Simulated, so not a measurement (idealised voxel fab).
Herein follows the process module entitled voxel wiring stack.
Section cut is 280 nm wide and gridded with 5 nm square cells.
If you're reading a cross-section in this doc, picture square cells in a grid; it comes to you as bands, top ones listed first down to the bottom, and a band can be one or more rows of cells.
First you get the band's top height and its bottom height, in nm, and then the materials it's made of, left to right, with each width in nm. If you see a single material with "throughout", that one covers the band edge to edge. "air" is empty space.
Basically, 0 is our baseline, since under it the wafer straight out of the box is all one material. The bottom band has no lower end and keeps on going down, so it looks like "0..down".
It should be noted that a width expressed as "30..40" varies in equal increments from row to row of cells within the band, taking the value of the first number at the top row and that of the second number at the bottom row.
Where a step carries "no modification", the cross-section came out of it unchanged, cell for cell.
Heads up: "Enclosed internal voids" only lists the empty pockets with no open path to the top that are 8 cells or more, and it writes them as width x height at distance, distance from the left edge, in nm.
The remark found on a step's line after its settings is issued by the simulator itself and pertains to that step.
If you see "overlay nm" on a step's line and that step has a mask, it's telling you how far right of where it was planned the mask ended up; a negative number means it went left instead.
**The following list gives the planned process steps**
1: RECEIVE, material Si
2: CONFORMAL_DEP, material SiO2, thk nm 10
3: CONFORMAL_DEP, material SiCN, thk nm 5
4: DIRECTIONAL_DEP, material SiO2, thk nm 25
5: MASKED_ETCH, tone open, mask id METAL_1, width nm 30, pitch nm 60, etch materials SiO2, depth nm 25, overlay nm 0
6: MASKED_ETCH, tone open, mask id METAL_1, width nm 30, pitch nm 60, etch materials SiCN, depth nm 5, overlay nm 0
7: CONFORMAL_DEP, material TiN, thk nm 5
8: FILL_DEP, material Cu, thk nm 10
9: CMP, height nm 40
10: EPI, material Ru, thk nm 5
11: FILL_DEP, material SiCN, thk nm 5
12: DIRECTIONAL_DEP, material lowk, thk nm 15
13: DIRECTIONAL_DEP, material aC, thk nm 10
14: PATTERN, tone open, mask id PLUG_1, material resist, width nm 15, pitch nm 60, thk nm 25, overlay nm 0
15: DIRECTIONAL_ETCH, etch materials aC, depth nm 10
16: STRIP, etch materials resist
17: DIRECTIONAL_ETCH, etch materials lowk, depth nm 15
18: DIRECTIONAL_ETCH, etch materials SiCN, depth nm 5
19: STRIP, etch materials aC
20: CONFORMAL_DEP, material TiN, thk nm 5
21: FILL_DEP, material Cu, thk nm 5
22: CMP, height nm 65
23: DIRECTIONAL_DEP, material TiN, thk nm 5
24: DIRECTIONAL_DEP, material W, thk nm 25
25: MASKED_ETCH, tone cover, mask id METAL_2, width nm 30, pitch nm 60, etch materials W, depth nm 25, overlay nm 0
26: MASKED_ETCH, tone cover, mask id METAL_2, width nm 30, pitch nm 60, etch materials TiN, depth nm 5, overlay nm 0
27: CONFORMAL_DEP, material SiN, thk nm 5
28: FILL_DEP, material lowk, thk nm 10
29: CMP, height nm 95
30: CONFORMAL_DEP, material SiCN, thk nm 5
31: DIRECTIONAL_DEP, material lowk, thk nm 15
32: DIRECTIONAL_DEP, material aC, thk nm 15
33: PATTERN, tone open, mask id PLUG_2, material resist, width nm 15, pitch nm 60, thk nm 35, overlay nm 0
34: DIRECTIONAL_ETCH, etch materials aC, depth nm 15
35: STRIP, etch materials resist
36: DIRECTIONAL_ETCH, etch materials lowk, depth nm 15
37: DIRECTIONAL_ETCH, etch materials SiCN, depth nm 5
38: STRIP, etch materials aC
39: CONFORMAL_DEP, material TiN, thk nm 5
40: FILL_DEP, material Cu, thk nm 10
41: CMP, height nm 115
42: DIRECTIONAL_DEP, material TiN, thk nm 5
43: DIRECTIONAL_DEP, material W, thk nm 25
44: DIRECTIONAL_DEP, material aC, thk nm 10
45: PATTERN, tone cover, mask id METAL_3, material resist, width nm 30, pitch nm 60, thk nm 30, overlay nm 0
46: DIRECTIONAL_ETCH, etch materials aC, depth nm 10
47: STRIP, etch materials resist
48: DIRECTIONAL_ETCH, etch materials W, depth nm 25
49: DIRECTIONAL_ETCH, etch materials TiN, depth nm 5
50: STRIP, etch materials aC
51: FILL_DEP, material lowk, thk nm 10
52: CMP, height nm 145
53: CONFORMAL_DEP, material SiN, thk nm 5
**So this is the incoming wafer in cross-section - it's already been through step 1**
	0..down = Si throughout
	Enclosed internal voids: none
**Post-module cross-section of the first of two wafers (run per plan)**
	150..145 = SiN throughout
	145..120 = lowk: 95  W: 30  lowk: 30  W: 30  lowk: 95
	120..115 = lowk: 95  TiN: 30  lowk: 30  TiN: 30  lowk: 95
	115..100 = lowk: 95  TiN: 5  Cu: 5  TiN: 5  lowk: 45  TiN: 5  Cu: 5  TiN: 5  lowk: 110
	100..95 = SiCN: 95  TiN: 15  SiCN: 45  TiN: 15  SiCN: 110
	95..70 = lowk: 90  SiN: 5  W: 30  SiN: 5  lowk: 20  SiN: 5  W: 30  SiN: 5  lowk: 90
	70..65 = SiN: 95  TiN: 30  SiN: 30  TiN: 30  SiN: 95
	65..50 = lowk: 95  TiN: 5  Cu: 5  TiN: 5  lowk: 45  TiN: 5  Cu: 5  TiN: 5  lowk: 110
	50..45 = SiCN: 95  TiN: 15  SiCN: 45  TiN: 15  SiCN: 110
	45..40 = SiCN: 90  Ru: 40  SiCN: 20  Ru: 40  SiCN: 90
	40..15 = SiO2: 95  TiN: 5  Cu: 20  TiN: 5  SiO2: 30  TiN: 5  Cu: 20  TiN: 5  SiO2: 95
	15..10 = SiCN: 95  TiN: 30  SiCN: 30  TiN: 30  SiCN: 95
	10..0 = SiO2 throughout
	0..down = Si throughout
	Enclosed internal voids: none
**What the second wafer looks like in cross-section once the module is done. Its start and its plan matched the first wafer's exactly; what differed was one mistake in how it was run**
	150..145 = SiN throughout
	145..120 = lowk: 95  W: 30  lowk: 30  W: 30  lowk: 95
	120..115 = lowk: 95  TiN: 30  lowk: 30  TiN: 30  lowk: 95
	115..100 = lowk: 95  TiN: 5  Cu: 5  TiN: 5  lowk: 45  TiN: 5  Cu: 5  TiN: 5  lowk: 110
	100..95 = SiCN: 95  TiN: 15  SiCN: 45  TiN: 15  SiCN: 110
	95..70 = lowk: 90  SiN: 5  W: 30  SiN: 5  lowk: 20  SiN: 5  W: 30  SiN: 5  lowk: 90
	70..65 = SiN: 95  TiN: 30  SiN: 30  TiN: 30  SiN: 95
	65..50 = lowk: 95  TiN: 5  Cu: 5  TiN: 5  lowk: 45  TiN: 5  Cu: 5  TiN: 5  lowk: 110
	50..45 = SiCN: 95  TiN: 15  SiCN: 45  TiN: 15  SiCN: 110
	45..40 = Ru: 100  SiCN: 20  Ru: 40  SiCN: 20  Ru: 100
	40..20 = Cu: 90  TiN: 5  SiO2: 30  TiN: 5  Cu: 20  TiN: 5  SiO2: 30  TiN: 5  Cu: 90
	20..15 = TiN: 95  SiO2: 30  TiN: 30  SiO2: 30  TiN: 95
	15..10 = SiCN throughout
	10..0 = SiO2 throughout
	0..down = Si throughout
	Enclosed internal voids: none
what went wrong: planned and actual differ for step 5; actual: MASKED_ETCH, tone cover, mask id METAL_1, width nm 30, pitch nm 60, etch materials SiO2, depth nm 25, overlay nm 0
In the final state, the cell counts of the second wafer exceed or fall short of those of the first for the following materials: Cu +120, Ru +32, SiCN -20, SiO2 -160, TiN +28
